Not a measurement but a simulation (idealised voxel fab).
Module name: voxel transistor to metal (process module)
FYI the section here is cut, 165 nm wide, cells are 5 nm squares.
A cross-section is written here as square cells arranged in a grid, and it is given in bands from the top down, each band taking up one or more rows of cells. In this notation a band is specified by the heights of its top and bottom, in that order and in nm, after which its materials appear from left to right, each paired with its width in nm. The word "full width" attached to a single material means that material fills the band from edge to edge; the word "empty" stands for empty space. Note: height 0 marks the level under which the wafer is uniformly one material as received. Lowest band unbounded below, written "z 0 and below". The two numbers in a width such as "30 to 40" mark its ends across the band: the first belongs to the top row of cells, the second to the bottom row, and from each row to the next the width moves by the same amount. No cell of the cross-section changed in a step that is given as "remained unchanged". "Completely enclosed voids": sealed empty spaces, 8 cells or more, no open way to top, listed width x height at distance, with distance from the left edge and width, height and distance in nm. Note: text after step settings on the step line = simulator remark on that step. You can add "overlay nm" to a step's line. For a step with a mask, it describes how far the mask lay to the right of its planned position, and a negative number describes a lay to the left.
## List of planned process steps
step 1: RECEIVE,material Si
step 2: CONFORMAL_DEP,material SiO2,thk nm 5
step 3: CONFORMAL_DEP,material SiN,thk nm 10
step 4: DIRECTIONAL_DEP,material aC,thk nm 15
step 5: PATTERN,tone cover,mask id ACTIVE,material resist,width nm 105,thk nm 30,overlay nm 0
step 6: DIRECTIONAL_ETCH,etch materials aC,depth nm 15
step 7: STRIP,etch materials resist
step 8: DIRECTIONAL_ETCH,etch materials SiN,depth nm 10
step 9: DIRECTIONAL_ETCH,etch materials SiO2,depth nm 5
step 10: DIRECTIONAL_ETCH,etch materials Si,depth nm 35
step 11: STRIP,etch materials aC
step 12: FILL_DEP,material SiO2,thk nm 10
step 13: CMP,height nm 15
step 14: SELECTIVE_ETCH,etch materials SiO2,depth nm 5
step 15: STRIP,etch materials SiN
step 16: SELECTIVE_ETCH,etch materials SiO2,depth nm 5
step 17: OXIDIZE,depth nm 5
step 18: DIRECTIONAL_DEP,material polySi,thk nm 30
step 19: DIRECTIONAL_DEP,material SiCN,thk nm 10
step 20: PATTERN,tone cover,mask id GATE,material resist,width nm 25,thk nm 20,overlay nm 0
step 21: DIRECTIONAL_ETCH,etch materials SiCN,depth nm 20
step 22: DIRECTIONAL_ETCH,etch materials polySi,depth nm 40
step 23: STRIP,etch materials resist
step 24: CONFORMAL_DEP,material SiN,thk nm 10
step 25: DIRECTIONAL_ETCH,etch materials SiN,depth nm 10
step 26: DIRECTIONAL_ETCH,etch materials SiO2,depth nm 5
step 27: DIRECTIONAL_ETCH,etch materials Si,depth nm 5
step 28: EPI,material pSi,thk nm 5
step 29: FILL_DEP,material SiO2,thk nm 10
step 30: CMP,height nm 40
step 31: DIRECTIONAL_DEP,material SiO2,thk nm 15
step 32: PATTERN,tone open,mask id CONTACT,material resist,width nm 30,pitch nm 65,thk nm 20,overlay nm 0
step 33: DIRECTIONAL_ETCH,etch materials SiO2,depth nm 60
step 34: STRIP,etch materials resist
step 35: CONFORMAL_DEP,material TiN,thk nm 5
step 36: FILL_DEP,material Ru,thk nm 5
step 37: CMP,height nm 55
step 38: DIRECTIONAL_DEP,material TiN,thk nm 5
step 39: DIRECTIONAL_DEP,material Ru,thk nm 20
step 40: PATTERN,tone cover,mask id METAL_1,material resist,width nm 15,pitch nm 80,thk nm 20,overlay nm 0
step 41: DIRECTIONAL_ETCH,etch materials Ru,depth nm 20
step 42: DIRECTIONAL_ETCH,etch materials TiN,depth nm 5
step 43: STRIP,etch materials resist
step 44: CONFORMAL_DEP,material SiN,thk nm 5
step 45: FILL_DEP,material lowk,thk nm 10
step 46: CMP,height nm 80
step 47: CONFORMAL_DEP,material SiN,thk nm 5
## First wafer, two in total, run as planned
## Wafer cross-section on receipt, i.e. after step 1
	z 0 and below: Si full width
	Completely enclosed voids: none
## After step 2: wafer cross-section
	z 5 to 0: SiO2 full width
	Rest of section, below 0: as before.
## After step 3: wafer cross-section
	z 15 to 5: SiN full width
	Rest of section, below 5: as before.
## After step 4: wafer cross-section
	z 30 to 15: aC full width
	Rest of section, below 15: as before.
## After step 5: wafer cross-section
	z 60 to 30: 30 empty | 105 resist | 30 empty
	Rest of section, below 30: as before.
## After step 6: wafer cross-section
	z 45 to 30: 30 empty | 105 resist | 30 empty
	z 30 to 15: 30 empty | 105 aC | 30 empty
	Rest of section, below 15: as before.
## After step 7: wafer cross-section
	z 30 to 15: 30 empty | 105 aC | 30 empty
	Rest of section, below 15: as before.
## After step 8: wafer cross-section
	z 30 to 15: 30 empty | 105 aC | 30 empty
	z 15 to 5: 30 empty | 105 SiN | 30 empty
	Rest of section, below 5: as before.
## After step 9: wafer cross-section
	z 30 to 15: 30 empty | 105 aC | 30 empty
	z 15 to 5: 30 empty | 105 SiN | 30 empty
	z 5 to 0: 30 empty | 105 SiO2 | 30 empty
	Rest of section, below 0: as before.
## After step 10: wafer cross-section
	z 30 to 15: 30 empty | 105 aC | 30 empty
	z 15 to 5: 30 empty | 105 SiN | 30 empty
	z 5 to 0: 30 empty | 105 SiO2 | 30 empty
	z 0 to -35: 30 empty | 105 Si | 30 empty
	Rest of section, below -35: as before.
## After step 11: wafer cross-section
	z 15 to 5: 30 empty | 105 SiN | 30 empty
	Rest of section, below 5: as before.
## After step 12: wafer cross-section
	z 25 to 15: SiO2 full width
	z 15 to 5: 30 SiO2 | 105 SiN | 30 SiO2
	z 5 to 0: SiO2 full width
	z 0 to -35: 30 SiO2 | 105 Si | 30 SiO2
	Rest of section, below -35: as before.
## After step 13: wafer cross-section
	z 15 to 5: 30 SiO2 | 105 SiN | 30 SiO2
	Rest of section, below 5: as before.
## After step 14: wafer cross-section
	z 15 to 10: 30 empty | 105 SiN | 30 empty
	Rest of section, below 10: as before.
## After step 15: wafer cross-section
	z 10 to 5: 30 SiO2 | 105 empty | 30 SiO2
	Rest of section, below 5: as before.
## After step 16: wafer cross-section
	z 5 to 0: 25 SiO2 | 115 empty | 25 SiO2
	Rest of section, below 0: as before.
## After step 17: wafer cross-section
	z 5 to 0: 25 SiO2 | 115 empty | 25 SiO2
	z 0 to -5: SiO2 full width
	Rest of section, below -5: as before.
## After step 18: wafer cross-section
	z 35 to 30: 25 polySi | 115 empty | 25 polySi
	z 30 to 5: polySi full width
	z 5 to 0: 25 SiO2 | 115 polySi | 25 SiO2
	Rest of section, below 0: as before.
## After step 19: wafer cross-section
	z 45 to 40: 25 SiCN | 115 empty | 25 SiCN
	z 40 to 35: SiCN full width
	z 35 to 30: 25 polySi | 115 SiCN | 25 polySi
	Rest of section, below 30: as before.
## After step 20: wafer cross-section
	z 65 to 45: 70 empty | 25 resist | 70 empty
	z 45 to 40: 25 SiCN | 45 empty | 25 resist | 45 empty | 25 SiCN
	Rest of section, below 40: as before.
## After step 21: wafer cross-section
	z 65 to 40: 70 empty | 25 resist | 70 empty
	z 40 to 35: 70 empty | 25 SiCN | 70 empty
	z 35 to 30: 25 polySi | 45 empty | 25 SiCN | 45 empty | 25 polySi
	Rest of section, below 30: as before.
## After step 22: wafer cross-section
	z 65 to 40: 70 empty | 25 resist | 70 empty
	z 40 to 30: 70 empty | 25 SiCN | 70 empty
	z 30 to 5: 70 empty | 25 polySi | 70 empty
	z 5 to 0: 25 SiO2 | 45 empty | 25 polySi | 45 empty | 25 SiO2
	Rest of section, below 0: as before.
## After step 23: wafer cross-section
	z 40 to 30: 70 empty | 25 SiCN | 70 empty
	Rest of section, below 30: as before.
## After step 24: wafer cross-section
	z 50 to 40: 60 empty | 45 SiN | 60 empty
	z 40 to 30: 60 empty | 10 SiN | 25 SiCN | 10 SiN | 60 empty
	z 30 to 15: 60 empty | 10 SiN | 25 polySi | 10 SiN | 60 empty
	z 15 to 10: 35 SiN | 25 empty | 10 SiN | 25 polySi | 10 SiN | 25 empty | 35 SiN
	z 10 to 5: 70 SiN | 25 polySi | 70 SiN
	z 5 to 0: 25 SiO2 | 45 SiN | 25 polySi | 45 SiN | 25 SiO2
	Rest of section, below 0: as before.
## After step 25: wafer cross-section
	z 40 to 30: 60 empty | 10 SiN | 25 SiCN | 10 SiN | 60 empty
	z 30 to 5: 60 empty | 10 SiN | 25 polySi | 10 SiN | 60 empty
	z 5 to 0: 25 SiO2 | 10 SiN | 25 empty | 10 SiN | 25 polySi | 10 SiN | 25 empty | 10 SiN | 25 SiO2
	Rest of section, below 0: as before.
## After step 26: wafer cross-section
	z 40 to 30: 60 empty | 10 SiN | 25 SiCN | 10 SiN | 60 empty
	z 30 to 5: 60 empty | 10 SiN | 25 polySi | 10 SiN | 60 empty
	z 5 to 0: 25 empty | 10 SiN | 25 empty | 10 SiN | 25 polySi | 10 SiN | 25 empty | 10 SiN | 25 empty
	z 0 to -5: 35 SiO2 | 25 empty | 45 SiO2 | 25 empty | 35 SiO2
	Rest of section, below -5: as before.
## After step 27: wafer cross-section
	z 40 to 30: 60 empty | 10 SiN | 25 SiCN | 10 SiN | 60 empty
	z 30 to 5: 60 empty | 10 SiN | 25 polySi | 10 SiN | 60 empty
	z 5 to 0: 25 empty | 10 SiN | 25 empty | 10 SiN | 25 polySi | 10 SiN | 25 empty | 10 SiN | 25 empty
	z 0 to -5: 35 SiO2 | 25 empty | 45 SiO2 | 25 empty | 35 SiO2
	z -5 to -10: 30 SiO2 | 5 Si | 25 empty | 45 Si | 25 empty | 5 Si | 30 SiO2
	Rest of section, below -10: as before.
## After step 28: wafer cross-section
	z 40 to 30: 60 empty | 10 SiN | 25 SiCN | 10 SiN | 60 empty
	z 30 to 5: 60 empty | 10 SiN | 25 polySi | 10 SiN | 60 empty
	z 5 to 0: 25 empty | 10 SiN | 25 empty | 10 SiN | 25 polySi | 10 SiN | 25 empty | 10 SiN | 25 empty
	z 0 to -5: 35 SiO2 | 5 pSi | 15 empty | 5 pSi | 45 SiO2 | 5 pSi | 15 empty | 5 pSi | 35 SiO2
	z -5 to -10: 30 SiO2 | 5 Si | 25 pSi | 45 Si | 25 pSi | 5 Si | 30 SiO2
	Rest of section, below -10: as before.
## After step 29: wafer cross-section
	z 50 to 40: SiO2 full width
	z 40 to 30: 60 SiO2 | 10 SiN | 25 SiCN | 10 SiN | 60 SiO2
	z 30 to 5: 60 SiO2 | 10 SiN | 25 polySi | 10 SiN | 60 SiO2
	z 5 to 0: 25 SiO2 | 10 SiN | 25 SiO2 | 10 SiN | 25 polySi | 10 SiN | 25 SiO2 | 10 SiN | 25 SiO2
	z 0 to -5: 35 SiO2 | 5 pSi | 15 SiO2 | 5 pSi | 45 SiO2 | 5 pSi | 15 SiO2 | 5 pSi | 35 SiO2
	Rest of section, below -5: as before.
## After step 30: wafer cross-section
	z 40 to 30: 60 SiO2 | 10 SiN | 25 SiCN | 10 SiN | 60 SiO2
	Rest of section, below 30: as before.
## After step 31: wafer cross-section
	z 55 to 40: SiO2 full width
	Rest of section, below 40: as before.
## After step 32: wafer cross-section
	z 75 to 55: 35 resist | 30 empty | 35 resist | 30 empty | 35 resist
	Rest of section, below 55: as before.
## After step 33: wafer cross-section
	z 75 to 55: 35 resist | 30 empty | 35 resist | 30 empty | 35 resist
	z 55 to 40: 35 SiO2 | 30 empty | 35 SiO2 | 30 empty | 35 SiO2
	z 40 to 30: 35 SiO2 | 25 empty | 10 SiN | 25 SiCN | 10 SiN | 25 empty | 35 SiO2
	z 30 to 5: 35 SiO2 | 25 empty | 10 SiN | 25 polySi | 10 SiN | 25 empty | 35 SiO2
	z 5 to 0: 25 SiO2 | 10 SiN | 25 empty | 10 SiN | 25 polySi | 10 SiN | 25 empty | 10 SiN | 25 SiO2
	z 0 to -5: 35 SiO2 | 5 pSi | 15 empty | 5 pSi | 45 SiO2 | 5 pSi | 15 empty | 5 pSi | 35 SiO2
	Rest of section, below -5: as before.
## After step 34: wafer cross-section
	z 55 to 40: 35 SiO2 | 30 empty | 35 SiO2 | 30 empty | 35 SiO2
	Rest of section, below 40: as before.
## After step 35: wafer cross-section
	z 60 to 55: 40 TiN | 20 empty | 45 TiN | 20 empty | 40 TiN
	z 55 to 45: 35 SiO2 | 5 TiN | 20 empty | 5 TiN | 35 SiO2 | 5 TiN | 20 empty | 5 TiN | 35 SiO2
	z 45 to 40: 35 SiO2 | 5 TiN | 15 empty | 10 TiN | 35 SiO2 | 10 TiN | 15 empty | 5 TiN | 35 SiO2
	z 40 to 30: 35 SiO2 | 5 TiN | 15 empty | 5 TiN | 10 SiN | 25 SiCN | 10 SiN | 5 TiN | 15 empty | 5 TiN | 35 SiO2
	z 30 to 5: 35 SiO2 | 5 TiN | 15 empty | 5 TiN | 10 SiN | 25 polySi | 10 SiN | 5 TiN | 15 empty | 5 TiN | 35 SiO2
	z 5 to 0: 25 SiO2 | 10 SiN | 10 TiN | 5 empty | 10 TiN | 10 SiN | 25 polySi | 10 SiN | 10 TiN | 5 empty | 10 TiN | 10 SiN | 25 SiO2
	z 0 to -5: 35 SiO2 | 5 pSi | 15 TiN | 5 pSi | 45 SiO2 | 5 pSi | 15 TiN | 5 pSi | 35 SiO2
	Rest of section, below -5: as before.
## After step 36: wafer cross-section
	z 65 to 60: Ru full width
	z 60 to 55: 40 TiN | 20 Ru | 45 TiN | 20 Ru | 40 TiN
	z 55 to 45: 35 SiO2 | 5 TiN | 20 Ru | 5 TiN | 35 SiO2 | 5 TiN | 20 Ru | 5 TiN | 35 SiO2
	z 45 to 40: 35 SiO2 | 5 TiN | 15 Ru | 10 TiN | 35 SiO2 | 10 TiN | 15 Ru | 5 TiN | 35 SiO2
	z 40 to 30: 35 SiO2 | 5 TiN | 15 Ru | 5 TiN | 10 SiN | 25 SiCN | 10 SiN | 5 TiN | 15 Ru | 5 TiN | 35 SiO2
	z 30 to 5: 35 SiO2 | 5 TiN | 15 Ru | 5 TiN | 10 SiN | 25 polySi | 10 SiN | 5 TiN | 15 Ru | 5 TiN | 35 SiO2
	z 5 to 0: 25 SiO2 | 10 SiN | 10 TiN | 5 Ru | 10 TiN | 10 SiN | 25 polySi | 10 SiN | 10 TiN | 5 Ru | 10 TiN | 10 SiN | 25 SiO2
	Rest of section, below 0: as before.
## After step 37: wafer cross-section
	z 55 to 45: 35 SiO2 | 5 TiN | 20 Ru | 5 TiN | 35 SiO2 | 5 TiN | 20 Ru | 5 TiN | 35 SiO2
	Rest of section, below 45: as before.
## After step 38: wafer cross-section
	z 60 to 55: TiN full width
	Rest of section, below 55: as before.
## After step 39: wafer cross-section
	z 80 to 60: Ru full width
	Rest of section, below 60: as before.
## After step 40: wafer cross-section
	z 100 to 80: 35 empty | 15 resist | 65 empty | 15 resist | 35 empty
	Rest of section, below 80: as before.
## After step 41: wafer cross-section
	z 100 to 80: 35 empty | 15 resist | 65 empty | 15 resist | 35 empty
	z 80 to 60: 35 empty | 15 Ru | 65 empty | 15 Ru | 35 empty
	Rest of section, below 60: as before.
## After step 42: wafer cross-section
	z 100 to 80: 35 empty | 15 resist | 65 empty | 15 resist | 35 empty
	z 80 to 60: 35 empty | 15 Ru | 65 empty | 15 Ru | 35 empty
	z 60 to 55: 35 empty | 15 TiN | 65 empty | 15 TiN | 35 empty
	Rest of section, below 55: as before.
## After step 43: wafer cross-section
	z 80 to 60: 35 empty | 15 Ru | 65 empty | 15 Ru | 35 empty
	Rest of section, below 60: as before.
## After step 44: wafer cross-section
	z 85 to 80: 30 empty | 25 SiN | 55 empty | 25 SiN | 30 empty
	z 80 to 60: 30 empty | 5 SiN | 15 Ru | 5 SiN | 55 empty | 5 SiN | 15 Ru | 5 SiN | 30 empty
	z 60 to 55: 35 SiN | 15 TiN | 65 SiN | 15 TiN | 35 SiN
	Rest of section, below 55: as before.
## After step 45: wafer cross-section
	z 95 to 85: lowk full width
	z 85 to 80: 30 lowk | 25 SiN | 55 lowk | 25 SiN | 30 lowk
	z 80 to 60: 30 lowk | 5 SiN | 15 Ru | 5 SiN | 55 lowk | 5 SiN | 15 Ru | 5 SiN | 30 lowk
	Rest of section, below 60: as before.
## After step 46: wafer cross-section
	z 80 to 60: 30 lowk | 5 SiN | 15 Ru | 5 SiN | 55 lowk | 5 SiN | 15 Ru | 5 SiN | 30 lowk
	Rest of section, below 60: as before.
## After step 47: wafer cross-section
	z 85 to 80: SiN full width
	Rest of section, below 80: as before.
## Second wafer. Start and plan as for the first. One mistake made in running. Agrees with the first up to and including step 31
## The second wafer in cross-section, at the planned close of step 32
	z 75 to 55: 35 empty | 30 resist | 35 empty | 30 resist | 35 empty
	Rest of section, below 55: as before.
## The second wafer in cross-section, at the planned close of step 33
	z 75 to 55: 35 empty | 30 resist | 35 empty | 30 resist | 35 empty
	z 55 to 40: 35 empty | 30 SiO2 | 35 empty | 30 SiO2 | 35 empty
	z 40 to 30: 35 empty | 25 SiO2 | 10 SiN | 25 SiCN | 10 SiN | 25 SiO2 | 35 empty
	z 30 to 5: 35 empty | 25 SiO2 | 10 SiN | 25 polySi | 10 SiN | 25 SiO2 | 35 empty
	z 5 to 0: 25 empty | 10 SiN | 25 SiO2 | 10 SiN | 25 polySi | 10 SiN | 25 SiO2 | 10 SiN | 25 empty
	z 0 to -5: 25 empty | 10 SiO2 | 5 pSi | 15 SiO2 | 5 pSi | 45 SiO2 | 5 pSi | 15 SiO2 | 5 pSi | 10 SiO2 | 25 empty
	Rest of section, below -5: as before.
## The second wafer in cross-section, at the planned close of step 34
	z 55 to 40: 35 empty | 30 SiO2 | 35 empty | 30 SiO2 | 35 empty
	Rest of section, below 40: as before.
## The second wafer in cross-section, at the planned close of step 35
	z 60 to 55: 30 empty | 40 TiN | 25 empty | 40 TiN | 30 empty
	z 55 to 45: 30 empty | 5 TiN | 30 SiO2 | 5 TiN | 25 empty | 5 TiN | 30 SiO2 | 5 TiN | 30 empty
	z 45 to 40: 30 empty | 5 TiN | 30 SiO2 | 35 TiN | 30 SiO2 | 5 TiN | 30 empty
	z 40 to 30: 30 empty | 5 TiN | 25 SiO2 | 10 SiN | 25 SiCN | 10 SiN | 25 SiO2 | 5 TiN | 30 empty
	z 30 to 10: 30 empty | 5 TiN | 25 SiO2 | 10 SiN | 25 polySi | 10 SiN | 25 SiO2 | 5 TiN | 30 empty
	z 10 to 5: 20 empty | 15 TiN | 25 SiO2 | 10 SiN | 25 polySi | 10 SiN | 25 SiO2 | 15 TiN | 20 empty
	z 5 to 0: 20 empty | 5 TiN | 10 SiN | 25 SiO2 | 10 SiN | 25 polySi | 10 SiN | 25 SiO2 | 10 SiN | 5 TiN | 20 empty
	z 0 to -5: 25 TiN | 10 SiO2 | 5 pSi | 15 SiO2 | 5 pSi | 45 SiO2 | 5 pSi | 15 SiO2 | 5 pSi | 10 SiO2 | 25 TiN
	Rest of section, below -5: as before.
## The second wafer in cross-section, at the planned close of step 36
	z 65 to 60: Ru full width
	z 60 to 55: 30 Ru | 40 TiN | 25 Ru | 40 TiN | 30 Ru
	z 55 to 45: 30 Ru | 5 TiN | 30 SiO2 | 5 TiN | 25 Ru | 5 TiN | 30 SiO2 | 5 TiN | 30 Ru
	z 45 to 40: 30 Ru | 5 TiN | 30 SiO2 | 35 TiN | 30 SiO2 | 5 TiN | 30 Ru
	z 40 to 30: 30 Ru | 5 TiN | 25 SiO2 | 10 SiN | 25 SiCN | 10 SiN | 25 SiO2 | 5 TiN | 30 Ru
	z 30 to 10: 30 Ru | 5 TiN | 25 SiO2 | 10 SiN | 25 polySi | 10 SiN | 25 SiO2 | 5 TiN | 30 Ru
	z 10 to 5: 20 Ru | 15 TiN | 25 SiO2 | 10 SiN | 25 polySi | 10 SiN | 25 SiO2 | 15 TiN | 20 Ru
	z 5 to 0: 20 Ru | 5 TiN | 10 SiN | 25 SiO2 | 10 SiN | 25 polySi | 10 SiN | 25 SiO2 | 10 SiN | 5 TiN | 20 Ru
	Rest of section, below 0: as before.
## The second wafer in cross-section, at the planned close of step 37
	z 55 to 45: 30 Ru | 5 TiN | 30 SiO2 | 5 TiN | 25 Ru | 5 TiN | 30 SiO2 | 5 TiN | 30 Ru
	Rest of section, below 45: as before.
## The second wafer in cross-section, at the planned close of step 38
	z 60 to 55: TiN full width
	Rest of section, below 55: as before.
## The second wafer in cross-section, at the planned close of step 39
	z 80 to 60: Ru full width
	Rest of section, below 60: as before.
## The second wafer in cross-section, at the planned close of step 40
	z 100 to 80: 35 empty | 15 resist | 65 empty | 15 resist | 35 empty
	Rest of section, below 80: as before.
## The second wafer in cross-section, at the planned close of step 41
	z 100 to 80: 35 empty | 15 resist | 65 empty | 15 resist | 35 empty
	z 80 to 60: 35 empty | 15 Ru | 65 empty | 15 Ru | 35 empty
	Rest of section, below 60: as before.
## The second wafer in cross-section, at the planned close of step 42
	z 100 to 80: 35 empty | 15 resist | 65 empty | 15 resist | 35 empty
	z 80 to 60: 35 empty | 15 Ru | 65 empty | 15 Ru | 35 empty
	z 60 to 55: 35 empty | 15 TiN | 65 empty | 15 TiN | 35 empty
	Rest of section, below 55: as before.
## The second wafer in cross-section, at the planned close of step 43
	z 80 to 60: 35 empty | 15 Ru | 65 empty | 15 Ru | 35 empty
	Rest of section, below 60: as before.
## The second wafer in cross-section, at the planned close of step 44
	z 85 to 80: 30 empty | 25 SiN | 55 empty | 25 SiN | 30 empty
	z 80 to 60: 30 empty | 5 SiN | 15 Ru | 5 SiN | 55 empty | 5 SiN | 15 Ru | 5 SiN | 30 empty
	z 60 to 55: 35 SiN | 15 TiN | 65 SiN | 15 TiN | 35 SiN
	Rest of section, below 55: as before.
## The second wafer in cross-section, at the planned close of step 45
	z 95 to 85: lowk full width
	z 85 to 80: 30 lowk | 25 SiN | 55 lowk | 25 SiN | 30 lowk
	z 80 to 60: 30 lowk | 5 SiN | 15 Ru | 5 SiN | 55 lowk | 5 SiN | 15 Ru | 5 SiN | 30 lowk
	Rest of section, below 60: as before.
## The second wafer in cross-section, at the planned close of step 46
	z 80 to 60: 30 lowk | 5 SiN | 15 Ru | 5 SiN | 55 lowk | 5 SiN | 15 Ru | 5 SiN | 30 lowk
	Rest of section, below 60: as before.
## The second wafer in cross-section, at the planned close of step 47
	z 85 to 80: SiN full width
	Rest of section, below 80: as before.
Deviation from plan: step 32 ran with different settings than intended, the actual operation and settings being PATTERN,tone cover,mask id CONTACT,material resist,width nm 30,pitch nm 65,thk nm 20,overlay nm 0
Heads up, by the end the second wafer has more or fewer cells of some materials compared to the first: 68 more of Ru; 59 fewer of SiO2; 9 fewer of TiN
